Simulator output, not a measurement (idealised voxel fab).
Title: Process Module voxel wiring stack
For reference, the cross-section in this document is cut, with width 235 nm and square cells of 5 nm.
How to read a cross-section here: the picture is a grid of square cells, written as bands going from the top down, and any band can span one or more rows of cells.
Heights first: top, then bottom, in nm. Then materials, left to right, each with a width in nm. "throughout" on a single material: fills the band edge to edge. "empty": empty space.
Note: height 0 marks the level under which the wafer is uniformly one material as received. Lowest band unbounded below, written "0 nm and below".
A width given as "30->40" starts at the first number in the band's top row and ends at the second number in its bottom row, shifting by an equal amount at every step from row to row.
"no change" for a step: no cell of the cross-section changed in that step.
Basically, "Sealed void list" tells you about the enclosed voids: empty spaces with no open way to the top, 8 cells or bigger, each written width x height at distance, where distance is from the left edge, all in nm.
Read whatever lies past the settings on a step's line as the simulator's own remark about the step.
The setting "overlay nm" may be written on the line of a step. When the step uses a mask, the value reports how far to the right of the planned place the mask lay, and a negative value reports that it lay to the left.
Intended process steps
1. RECEIVE (material Si)
2. CONFORMAL_DEP (material SiO2; thk nm 10)
3. DIRECTIONAL_DEP (material TiN; thk nm 5)
4. DIRECTIONAL_DEP (material W; thk nm 15)
5. MASKED_ETCH (tone cover; mask id METAL_1; width nm 20; pitch nm 50; etch materials W; depth nm 15; overlay nm 0)
6. MASKED_ETCH (tone cover; mask id METAL_1; width nm 20; pitch nm 50; etch materials TiN; depth nm 5; overlay nm 0)
7. FILL_DEP (material SiO2; thk nm 10)
8. CMP (height nm 30)
9. CONFORMAL_DEP (material SiCN; thk nm 5)
10. DIRECTIONAL_DEP (material lowk; thk nm 25)
11. MASKED_ETCH (tone open; mask id METAL_2; width nm 20; pitch nm 50; etch materials lowk; depth nm 15; overlay nm 0)
12. PATTERN (tone open; mask id METAL_2_HOLES; material resist; width nm 15; pitch nm 50; thk nm 15; overlay nm 0)
13. DIRECTIONAL_ETCH (etch materials lowk; depth nm 10)
14. DIRECTIONAL_ETCH (etch materials SiCN; depth nm 5)
15. STRIP (etch materials resist)
16. CONFORMAL_DEP (material TiN; thk nm 5)
17. FILL_DEP (material Ru; thk nm 5)
18. CMP (height nm 60)
19. CONFORMAL_DEP (material SiCN; thk nm 5)
20. DIRECTIONAL_DEP (material SiO2; thk nm 20)
21. MASKED_ETCH (tone open; mask id PLUG_2; width nm 15; pitch nm 100; etch materials SiO2; depth nm 20; overlay nm 0)
22. MASKED_ETCH (tone open; mask id PLUG_2; width nm 15; pitch nm 100; etch materials SiCN; depth nm 5; overlay nm 0)
23. CONFORMAL_DEP (material TiN; thk nm 5)
24. FILL_DEP (material Cu; thk nm 5)
25. CMP (height nm 85)
26. CONFORMAL_DEP (material SiN; thk nm 5)
27. DIRECTIONAL_DEP (material lowk; thk nm 20)
28. DIRECTIONAL_DEP (material aC; thk nm 10)
29. PATTERN (tone open; mask id METAL_3; material resist; width nm 20; pitch nm 50; thk nm 30; overlay nm 0)
30. DIRECTIONAL_ETCH (etch materials aC; depth nm 10)
31. STRIP (etch materials resist)
32. DIRECTIONAL_ETCH (etch materials lowk; depth nm 20)
33. DIRECTIONAL_ETCH (etch materials SiN; depth nm 5)
34. STRIP (etch materials aC)
35. CONFORMAL_DEP (material TiN; thk nm 5)
36. FILL_DEP (material Cu; thk nm 5)
37. CMP (height nm 110)
38. EPI (material Ru; thk nm 5)
39. FILL_DEP (material SiCN; thk nm 5)
What follows covers the first of two wafers; it ran as planned
Incoming wafer in cross-section (state: after step 1)
0 nm and below = Si throughout
Sealed void list: none
The wafer, seen in cross-section, after step 2
10 nm to 0 nm = SiO2 throughout
Below a height of 0, the structure has not been altered.
The wafer, seen in cross-section, after step 3
15 nm to 10 nm = TiN throughout
Below a height of 10, the structure has not been altered.
The wafer, seen in cross-section, after step 4
30 nm to 15 nm = W throughout
Below a height of 15, the structure has not been altered.
The wafer, seen in cross-section, after step 5
30 nm to 15 nm = empty (30) / W (20) / empty (30) / W (20) / empty (30) / W (20) / empty (30) / W (20) / empty (35)
Below a height of 15, the structure has not been altered.
The wafer, seen in cross-section, after step 6
30 nm to 15 nm = empty (30) / W (20) / empty (30) / W (20) / empty (30) / W (20) / empty (30) / W (20) / empty (35)
15 nm to 10 nm = empty (30) / TiN (20) / empty (30) / TiN (20) / empty (30) / TiN (20) / empty (30) / TiN (20) / empty (35)
Below a height of 10, the structure has not been altered.
The wafer, seen in cross-section, after step 7
40 nm to 30 nm = SiO2 throughout
30 nm to 15 nm = SiO2 (30) / W (20) / SiO2 (30) / W (20) / SiO2 (30) / W (20) / SiO2 (30) / W (20) / SiO2 (35)
15 nm to 10 nm = SiO2 (30) / TiN (20) / SiO2 (30) / TiN (20) / SiO2 (30) / TiN (20) / SiO2 (30) / TiN (20) / SiO2 (35)
Below a height of 10, the structure has not been altered.
The wafer, seen in cross-section, after step 8
30 nm to 15 nm = SiO2 (30) / W (20) / SiO2 (30) / W (20) / SiO2 (30) / W (20) / SiO2 (30) / W (20) / SiO2 (35)
Below a height of 15, the structure has not been altered.
The wafer, seen in cross-section, after step 9
35 nm to 30 nm = SiCN throughout
Below a height of 30, the structure has not been altered.
The wafer, seen in cross-section, after step 10
60 nm to 35 nm = lowk throughout
Below a height of 35, the structure has not been altered.
The wafer, seen in cross-section, after step 11
60 nm to 45 nm = lowk (30) / empty (20) / lowk (30) / empty (20) / lowk (30) / empty (20) / lowk (30) / empty (20) / lowk (35)
Below a height of 45, the structure has not been altered.
The wafer, seen in cross-section, after step 12
75 nm to 60 nm = resist (30) / empty (15) / resist (35) / empty (15) / resist (35) / empty (15) / resist (35) / empty (15) / resist (40)
60 nm to 45 nm = lowk (30) / empty (15) / resist (5) / lowk (30) / empty (15) / resist (5) / lowk (30) / empty (15) / resist (5) / lowk (30) / empty (15) / resist (5) / lowk (35)
Below a height of 45, the structure has not been altered.
The wafer, seen in cross-section, after step 13
75 nm to 60 nm = resist (30) / empty (15) / resist (35) / empty (15) / resist (35) / empty (15) / resist (35) / empty (15) / resist (40)
60 nm to 45 nm = lowk (30) / empty (15) / resist (5) / lowk (30) / empty (15) / resist (5) / lowk (30) / empty (15) / resist (5) / lowk (30) / empty (15) / resist (5) / lowk (35)
45 nm to 35 nm = lowk (30) / empty (15) / lowk (35) / empty (15) / lowk (35) / empty (15) / lowk (35) / empty (15) / lowk (40)
Below a height of 35, the structure has not been altered.
The wafer, seen in cross-section, after step 14
75 nm to 60 nm = resist (30) / empty (15) / resist (35) / empty (15) / resist (35) / empty (15) / resist (35) / empty (15) / resist (40)
60 nm to 45 nm = lowk (30) / empty (15) / resist (5) / lowk (30) / empty (15) / resist (5) / lowk (30) / empty (15) / resist (5) / lowk (30) / empty (15) / resist (5) / lowk (35)
45 nm to 35 nm = lowk (30) / empty (15) / lowk (35) / empty (15) / lowk (35) / empty (15) / lowk (35) / empty (15) / lowk (40)
35 nm to 30 nm = SiCN (30) / empty (15) / SiCN (35) / empty (15) / SiCN (35) / empty (15) / SiCN (35) / empty (15) / SiCN (40)
Below a height of 30, the structure has not been altered.
The wafer, seen in cross-section, after step 15
60 nm to 45 nm = lowk (30) / empty (20) / lowk (30) / empty (20) / lowk (30) / empty (20) / lowk (30) / empty (20) / lowk (35)
Below a height of 45, the structure has not been altered.
The wafer, seen in cross-section, after step 16
65 nm to 60 nm = TiN (35) / empty (10) / TiN (40) / empty (10) / TiN (40) / empty (10) / TiN (40) / empty (10) / TiN (40)
60 nm to 50 nm = lowk (30) / TiN (5) / empty (10) / TiN (5) / lowk (30) / TiN (5) / empty (10) / TiN (5) / lowk (30) / TiN (5) / empty (10) / TiN (5) / lowk (30) / TiN (5) / empty (10) / TiN (5) / lowk (35)
50 nm to 45 nm = lowk (30) / TiN (5) / empty (5) / TiN (10) / lowk (30) / TiN (5) / empty (5) / TiN (10) / lowk (30) / TiN (5) / empty (5) / TiN (10) / lowk (30) / TiN (5) / empty (5) / TiN (10) / lowk (35)
45 nm to 35 nm = lowk (30) / TiN (5) / empty (5) / TiN (5) / lowk (35) / TiN (5) / empty (5) / TiN (5) / lowk (35) / TiN (5) / empty (5) / TiN (5) / lowk (35) / TiN (5) / empty (5) / TiN (5) / lowk (40)
35 nm to 30 nm = SiCN (30) / TiN (15) / SiCN (35) / TiN (15) / SiCN (35) / TiN (15) / SiCN (35) / TiN (15) / SiCN (40)
Below a height of 30, the structure has not been altered.
The wafer, seen in cross-section, after step 17
70 nm to 65 nm = Ru throughout
65 nm to 60 nm = TiN (35) / Ru (10) / TiN (40) / Ru (10) / TiN (40) / Ru (10) / TiN (40) / Ru (10) / TiN (40)
60 nm to 50 nm = lowk (30) / TiN (5) / Ru (10) / TiN (5) / lowk (30) / TiN (5) / Ru (10) / TiN (5) / lowk (30) / TiN (5) / Ru (10) / TiN (5) / lowk (30) / TiN (5) / Ru (10) / TiN (5) / lowk (35)
50 nm to 45 nm = lowk (30) / TiN (5) / Ru (5) / TiN (10) / lowk (30) / TiN (5) / Ru (5) / TiN (10) / lowk (30) / TiN (5) / Ru (5) / TiN (10) / lowk (30) / TiN (5) / Ru (5) / TiN (10) / lowk (35)
45 nm to 35 nm = lowk (30) / TiN (5) / Ru (5) / TiN (5) / lowk (35) / TiN (5) / Ru (5) / TiN (5) / lowk (35) / TiN (5) / Ru (5) / TiN (5) / lowk (35) / TiN (5) / Ru (5) / TiN (5) / lowk (40)
Below a height of 35, the structure has not been altered.
The wafer, seen in cross-section, after step 18
60 nm to 50 nm = lowk (30) / TiN (5) / Ru (10) / TiN (5) / lowk (30) / TiN (5) / Ru (10) / TiN (5) / lowk (30) / TiN (5) / Ru (10) / TiN (5) / lowk (30) / TiN (5) / Ru (10) / TiN (5) / lowk (35)
Below a height of 50, the structure has not been altered.
The wafer, seen in cross-section, after step 19
65 nm to 60 nm = SiCN throughout
Below a height of 60, the structure has not been altered.
The wafer, seen in cross-section, after step 20
85 nm to 65 nm = SiO2 throughout
Below a height of 65, the structure has not been altered.
The wafer, seen in cross-section, after step 21
85 nm to 65 nm = SiO2 (30) / empty (15) / SiO2 (85) / empty (15) / SiO2 (90)
Below a height of 65, the structure has not been altered.
The wafer, seen in cross-section, after step 22
85 nm to 65 nm = SiO2 (30) / empty (15) / SiO2 (85) / empty (15) / SiO2 (90)
65 nm to 60 nm = SiCN (30) / empty (15) / SiCN (85) / empty (15) / SiCN (90)
Below a height of 60, the structure has not been altered.
The wafer, seen in cross-section, after step 23
90 nm to 85 nm = TiN (35) / empty (5) / TiN (95) / empty (5) / TiN (95)
85 nm to 65 nm = SiO2 (30) / TiN (5) / empty (5) / TiN (5) / SiO2 (85) / TiN (5) / empty (5) / TiN (5) / SiO2 (90)
65 nm to 60 nm = SiCN (30) / TiN (15) / SiCN (85) / TiN (15) / SiCN (90)
Below a height of 60, the structure has not been altered.
The wafer, seen in cross-section, after step 24
95 nm to 90 nm = Cu throughout
90 nm to 85 nm = TiN (35) / Cu (5) / TiN (95) / Cu (5) / TiN (95)
85 nm to 65 nm = SiO2 (30) / TiN (5) / Cu (5) / TiN (5) / SiO2 (85) / TiN (5) / Cu (5) / TiN (5) / SiO2 (90)
Below a height of 65, the structure has not been altered.
The wafer, seen in cross-section, after step 25
85 nm to 65 nm = SiO2 (30) / TiN (5) / Cu (5) / TiN (5) / SiO2 (85) / TiN (5) / Cu (5) / TiN (5) / SiO2 (90)
Below a height of 65, the structure has not been altered.
The wafer, seen in cross-section, after step 26
90 nm to 85 nm = SiN throughout
Below a height of 85, the structure has not been altered.
The wafer, seen in cross-section, after step 27
110 nm to 90 nm = lowk throughout
Below a height of 90, the structure has not been altered.
The wafer, seen in cross-section, after step 28
120 nm to 110 nm = aC throughout
Below a height of 110, the structure has not been altered.
The wafer, seen in cross-section, after step 29
150 nm to 120 nm = resist (30) / empty (20) / resist (30) / empty (20) / resist (30) / empty (20) / resist (30) / empty (20) / resist (35)
Below a height of 120, the structure has not been altered.
The wafer, seen in cross-section, after step 30
140 nm to 120 nm = resist (30) / empty (20) / resist (30) / empty (20) / resist (30) / empty (20) / resist (30) / empty (20) / resist (35)
120 nm to 110 nm = aC (30) / empty (20) / aC (30) / empty (20) / aC (30) / empty (20) / aC (30) / empty (20) / aC (35)
Below a height of 110, the structure has not been altered.
The wafer, seen in cross-section, after step 31
120 nm to 110 nm = aC (30) / empty (20) / aC (30) / empty (20) / aC (30) / empty (20) / aC (30) / empty (20) / aC (35)
Below a height of 110, the structure has not been altered.
The wafer, seen in cross-section, after step 32
120 nm to 110 nm = aC (30) / empty (20) / aC (30) / empty (20) / aC (30) / empty (20) / aC (30) / empty (20) / aC (35)
110 nm to 90 nm = lowk (30) / empty (20) / lowk (30) / empty (20) / lowk (30) / empty (20) / lowk (30) / empty (20) / lowk (35)
Below a height of 90, the structure has not been altered.
The wafer, seen in cross-section, after step 33
120 nm to 110 nm = aC (30) / empty (20) / aC (30) / empty (20) / aC (30) / empty (20) / aC (30) / empty (20) / aC (35)
110 nm to 90 nm = lowk (30) / empty (20) / lowk (30) / empty (20) / lowk (30) / empty (20) / lowk (30) / empty (20) / lowk (35)
90 nm to 85 nm = SiN (30) / empty (20) / SiN (30) / empty (20) / SiN (30) / empty (20) / SiN (30) / empty (20) / SiN (35)
Below a height of 85, the structure has not been altered.
The wafer, seen in cross-section, after step 34
110 nm to 90 nm = lowk (30) / empty (20) / lowk (30) / empty (20) / lowk (30) / empty (20) / lowk (30) / empty (20) / lowk (35)
Below a height of 90, the structure has not been altered.
The wafer, seen in cross-section, after step 35
115 nm to 110 nm = TiN (35) / empty (10) / TiN (40) / empty (10) / TiN (40) / empty (10) / TiN (40) / empty (10) / TiN (40)
110 nm to 90 nm = lowk (30) / TiN (5) / empty (10) / TiN (5) / lowk (30) / TiN (5) / empty (10) / TiN (5) / lowk (30) / TiN (5) / empty (10) / TiN (5) / lowk (30) / TiN (5) / empty (10) / TiN (5) / lowk (35)
90 nm to 85 nm = SiN (30) / TiN (20) / SiN (30) / TiN (20) / SiN (30) / TiN (20) / SiN (30) / TiN (20) / SiN (35)
Below a height of 85, the structure has not been altered.
The wafer, seen in cross-section, after step 36
120 nm to 115 nm = Cu throughout
115 nm to 110 nm = TiN (35) / Cu (10) / TiN (40) / Cu (10) / TiN (40) / Cu (10) / TiN (40) / Cu (10) / TiN (40)
110 nm to 90 nm = lowk (30) / TiN (5) / Cu (10) / TiN (5) / lowk (30) / TiN (5) / Cu (10) / TiN (5) / lowk (30) / TiN (5) / Cu (10) / TiN (5) / lowk (30) / TiN (5) / Cu (10) / TiN (5) / lowk (35)
Below a height of 90, the structure has not been altered.
The wafer, seen in cross-section, after step 37
110 nm to 90 nm = lowk (30) / TiN (5) / Cu (10) / TiN (5) / lowk (30) / TiN (5) / Cu (10) / TiN (5) / lowk (30) / TiN (5) / Cu (10) / TiN (5) / lowk (30) / TiN (5) / Cu (10) / TiN (5) / lowk (35)
Below a height of 90, the structure has not been altered.
The wafer, seen in cross-section, after step 38
115 nm to 110 nm = empty (25) / Ru (30) / empty (20) / Ru (30) / empty (20) / Ru (30) / empty (20) / Ru (30) / empty (30)
Below a height of 110, the structure has not been altered.
The wafer, seen in cross-section, after step 39
120 nm to 115 nm = SiCN throughout
115 nm to 110 nm = SiCN (25) / Ru (30) / SiCN (20) / Ru (30) / SiCN (20) / Ru (30) / SiCN (20) / Ru (30) / SiCN (30)
Below a height of 110, the structure has not been altered.
Here the second wafer is described. Its start and its plan were those of the first wafer. Its run contained one mistake. Up to and including step 25, it did exactly what the first wafer did
Look at the second wafer in cross-section at the time step 26 ought to have finished
105 nm to 85 nm = lowk throughout
Below a height of 85, the structure has not been altered.
Look at the second wafer in cross-section at the time step 27 ought to have finished
110 nm to 105 nm = SiN throughout
Below a height of 105, the structure has not been altered.
Look at the second wafer in cross-section at the time step 28 ought to have finished
120 nm to 110 nm = aC throughout
Below a height of 110, the structure has not been altered.
Look at the second wafer in cross-section at the time step 29 ought to have finished
150 nm to 120 nm = resist (30) / empty (20) / resist (30) / empty (20) / resist (30) / empty (20) / resist (30) / empty (20) / resist (35)
Below a height of 120, the structure has not been altered.
Look at the second wafer in cross-section at the time step 30 ought to have finished
140 nm to 120 nm = resist (30) / empty (20) / resist (30) / empty (20) / resist (30) / empty (20) / resist (30) / empty (20) / resist (35)
120 nm to 110 nm = aC (30) / empty (20) / aC (30) / empty (20) / aC (30) / empty (20) / aC (30) / empty (20) / aC (35)
Below a height of 110, the structure has not been altered.
Look at the second wafer in cross-section at the time step 31 ought to have finished
120 nm to 110 nm = aC (30) / empty (20) / aC (30) / empty (20) / aC (30) / empty (20) / aC (30) / empty (20) / aC (35)
Below a height of 110, the structure has not been altered.
Look at the second wafer in cross-section at the time step 32 ought to have finished: no change
Look at the second wafer in cross-section at the time step 33 ought to have finished
120 nm to 110 nm = aC (30) / empty (20) / aC (30) / empty (20) / aC (30) / empty (20) / aC (30) / empty (20) / aC (35)
110 nm to 105 nm = SiN (30) / empty (20) / SiN (30) / empty (20) / SiN (30) / empty (20) / SiN (30) / empty (20) / SiN (35)
Below a height of 105, the structure has not been altered.
Look at the second wafer in cross-section at the time step 34 ought to have finished
110 nm to 105 nm = SiN (30) / empty (20) / SiN (30) / empty (20) / SiN (30) / empty (20) / SiN (30) / empty (20) / SiN (35)
Below a height of 105, the structure has not been altered.
Look at the second wafer in cross-section at the time step 35 ought to have finished
115 nm to 110 nm = TiN (35) / empty (10) / TiN (40) / empty (10) / TiN (40) / empty (10) / TiN (40) / empty (10) / TiN (40)
110 nm to 105 nm = SiN (30) / TiN (20) / SiN (30) / TiN (20) / SiN (30) / TiN (20) / SiN (30) / TiN (20) / SiN (35)
Below a height of 105, the structure has not been altered.
Look at the second wafer in cross-section at the time step 36 ought to have finished
120 nm to 115 nm = Cu throughout
115 nm to 110 nm = TiN (35) / Cu (10) / TiN (40) / Cu (10) / TiN (40) / Cu (10) / TiN (40) / Cu (10) / TiN (40)
Below a height of 110, the structure has not been altered.
Look at the second wafer in cross-section at the time step 37 ought to have finished
110 nm to 105 nm = SiN (30) / TiN (20) / SiN (30) / TiN (20) / SiN (30) / TiN (20) / SiN (30) / TiN (20) / SiN (35)
Below a height of 105, the structure has not been altered.
Look at the second wafer in cross-section at the time step 38 ought to have finished
115 nm to 110 nm = empty (25) / Ru (30) / empty (20) / Ru (30) / empty (20) / Ru (30) / empty (20) / Ru (30) / empty (30)
Below a height of 110, the structure has not been altered.
Look at the second wafer in cross-section at the time step 39 ought to have finished
120 nm to 115 nm = SiCN throughout
115 nm to 110 nm = SiCN (25) / Ru (30) / SiCN (20) / Ru (30) / SiCN (20) / Ru (30) / SiCN (20) / Ru (30) / SiCN (30)
Below a height of 110, the structure has not been altered.
Short version of what went wrong: steps 26 and 27 swapped
Bottom line after processing is that, in cells, the second wafer is up or down on some materials versus the first: Cu: 32 fewer | TiN: 32 fewer | lowk: 64 more
